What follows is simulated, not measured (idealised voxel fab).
The document below concerns the process module designated voxel wiring stack.
Shown is cross-section cut, with a width of 290 nm and square cells of size 5 nm.
When this document writes out a cross-section, it uses a grid of square cells and lists it as bands, beginning at the top and moving down, with a band standing for one or more rows of cells.
Basically the band line says how high the top is and how high the bottom is, in nm, and then what's in it from left to right, every material with its width in nm. Empty space shows up as "blank", and if a single material carries "edge to edge" it runs the full band edge to edge.
Heights are expressed relative to 0, this being the level below which the as-received wafer comprises one material exclusively. The lowest band is unbounded in the downward direction and is denoted as in "0 down".
Read "30 to 40" as a graded width: first number on top, second number at the bottom, same change between each pair of neighbouring rows.
Take "no change occurred" at face value: in the step it is given for, the cross-section changed in none of its cells.
So "Closed void inventory" is basically the list of trapped voids: any empty space of 8 cells or more that can't reach the top through an opening. They're written width x height at distance, the distance being from the left edge, and it's all nm.
If you see something after the settings on a step's line, that's the simulator's own remark about that step.
When a step includes a mask, the "overlay nm" setting on its line states how far to the right of its planned place that mask lay, and negative values state how far to the left.

[This section lists the process steps that were planned]
1,RECEIVE | material Si
2,CONFORMAL_DEP | material SiO2 | thk nm 15
3,CONFORMAL_DEP | material SiCN | thk nm 5
4,DIRECTIONAL_DEP | material SiO2 | thk nm 20
5,PATTERN | tone open | mask id METAL_1 | material resist | width nm 30 | pitch nm 50 | thk nm 15 | overlay nm 0
6,DIRECTIONAL_ETCH | etch materials SiO2 | depth nm 20
7,DIRECTIONAL_ETCH | etch materials SiCN | depth nm 5
8,STRIP | etch materials resist
9,CONFORMAL_DEP | material TiN | thk nm 5
10,FILL_DEP | material Cu | thk nm 5
11,CMP | height nm 40
12,EPI | material Ru | thk nm 5
13,FILL_DEP | material SiCN | thk nm 5
14,DIRECTIONAL_DEP | material lowk | thk nm 20
15,DIRECTIONAL_DEP | material aC | thk nm 15
16,PATTERN | tone open | mask id PLUG_1 | material resist | width nm 15 | pitch nm 50 | thk nm 35 | overlay nm 0
17,DIRECTIONAL_ETCH | etch materials aC | depth nm 15
18,STRIP | etch materials resist
19,DIRECTIONAL_ETCH | etch materials lowk | depth nm 20
20,DIRECTIONAL_ETCH | etch materials SiCN | depth nm 5
21,STRIP | etch materials aC
22,CONFORMAL_DEP | material TiN | thk nm 5
23,FILL_DEP | material Ru | thk nm 5
24,CMP | height nm 70
25,CONFORMAL_DEP | material SiN | thk nm 5
26,DIRECTIONAL_DEP | material lowk | thk nm 15
27,MASKED_ETCH | tone open | mask id METAL_2 | width nm 30 | pitch nm 50 | etch materials lowk | depth nm 15 | overlay nm 0
28,MASKED_ETCH | tone open | mask id METAL_2 | width nm 30 | pitch nm 50 | etch materials SiN | depth nm 5 | overlay nm 0
29,CONFORMAL_DEP | material TiN | thk nm 5
30,FILL_DEP | material Cu | thk nm 10
31,CMP | height nm 90
32,CONFORMAL_DEP | material SiCN | thk nm 5

[as received, after step 1]
0 down | Si edge to edge
Closed void inventory: none

[Cross-section taken at module completion on the first of two wafers; processed per the plan]
95 to 90 | SiCN edge to edge
90 to 75 | 55 lowk, 5 TiN, 20 Cu, 5 TiN, 20 lowk, 5 TiN, 20 Cu, 5 TiN, 20 lowk, 5 TiN, 20 Cu, 5 TiN, 20 lowk, 5 TiN, 20 Cu, 5 TiN, 55 lowk
75 to 70 | 55 SiN, 30 TiN, 20 SiN, 30 TiN, 20 SiN, 30 TiN, 20 SiN, 30 TiN, 55 SiN
70 to 50 | 55 lowk, 5 TiN, 5 Ru, 5 TiN, 35 lowk, 5 TiN, 5 Ru, 5 TiN, 35 lowk, 5 TiN, 5 Ru, 5 TiN, 35 lowk, 5 TiN, 5 Ru, 5 TiN, 70 lowk
50 to 45 | 55 SiCN, 15 TiN, 35 SiCN, 15 TiN, 35 SiCN, 15 TiN, 35 SiCN, 15 TiN, 70 SiCN
45 to 40 | 50 SiCN, 40 Ru, 10 SiCN, 40 Ru, 10 SiCN, 40 Ru, 10 SiCN, 40 Ru, 50 SiCN
40 to 20 | 55 SiO2, 5 TiN, 20 Cu, 5 TiN, 20 SiO2, 5 TiN, 20 Cu, 5 TiN, 20 SiO2, 5 TiN, 20 Cu, 5 TiN, 20 SiO2, 5 TiN, 20 Cu, 5 TiN, 55 SiO2
20 to 15 | 55 SiCN, 30 TiN, 20 SiCN, 30 TiN, 20 SiCN, 30 TiN, 20 SiCN, 30 TiN, 55 SiCN
15 to 0 | SiO2 edge to edge
0 down | Si edge to edge
Closed void inventory: none

[Same start, same plan as the first wafer - but one mistake in the run. Cross-section of the second of the two at the end of the module]
110 to 105 | SiCN edge to edge
105 to 95 | Cu edge to edge
95 to 90 | 60 TiN, 20 Cu, 30 TiN, 20 Cu, 30 TiN, 20 Cu, 30 TiN, 20 Cu, 60 TiN
90 to 75 | 55 lowk, 5 TiN, 20 Cu, 5 TiN, 20 lowk, 5 TiN, 20 Cu, 5 TiN, 20 lowk, 5 TiN, 20 Cu, 5 TiN, 20 lowk, 5 TiN, 20 Cu, 5 TiN, 55 lowk
75 to 70 | 55 SiN, 30 TiN, 20 SiN, 30 TiN, 20 SiN, 30 TiN, 20 SiN, 30 TiN, 55 SiN
70 to 50 | 55 lowk, 5 TiN, 5 Ru, 5 TiN, 35 lowk, 5 TiN, 5 Ru, 5 TiN, 35 lowk, 5 TiN, 5 Ru, 5 TiN, 35 lowk, 5 TiN, 5 Ru, 5 TiN, 70 lowk
50 to 45 | 55 SiCN, 15 TiN, 35 SiCN, 15 TiN, 35 SiCN, 15 TiN, 35 SiCN, 15 TiN, 70 SiCN
45 to 40 | 50 SiCN, 40 Ru, 10 SiCN, 40 Ru, 10 SiCN, 40 Ru, 10 SiCN, 40 Ru, 50 SiCN
40 to 20 | 55 SiO2, 5 TiN, 20 Cu, 5 TiN, 20 SiO2, 5 TiN, 20 Cu, 5 TiN, 20 SiO2, 5 TiN, 20 Cu, 5 TiN, 20 SiO2, 5 TiN, 20 Cu, 5 TiN, 55 SiO2
20 to 15 | 55 SiCN, 30 TiN, 20 SiCN, 30 TiN, 20 SiCN, 30 TiN, 20 SiCN, 30 TiN, 55 SiCN
15 to 0 | SiO2 edge to edge
0 down | Si edge to edge
Closed void inventory: none
Deviation noted in wafer processing: skipped: plan step 31 (never run)
End of process, cell counts, second wafer against first, materials with more or fewer: +132 Cu; +42 TiN
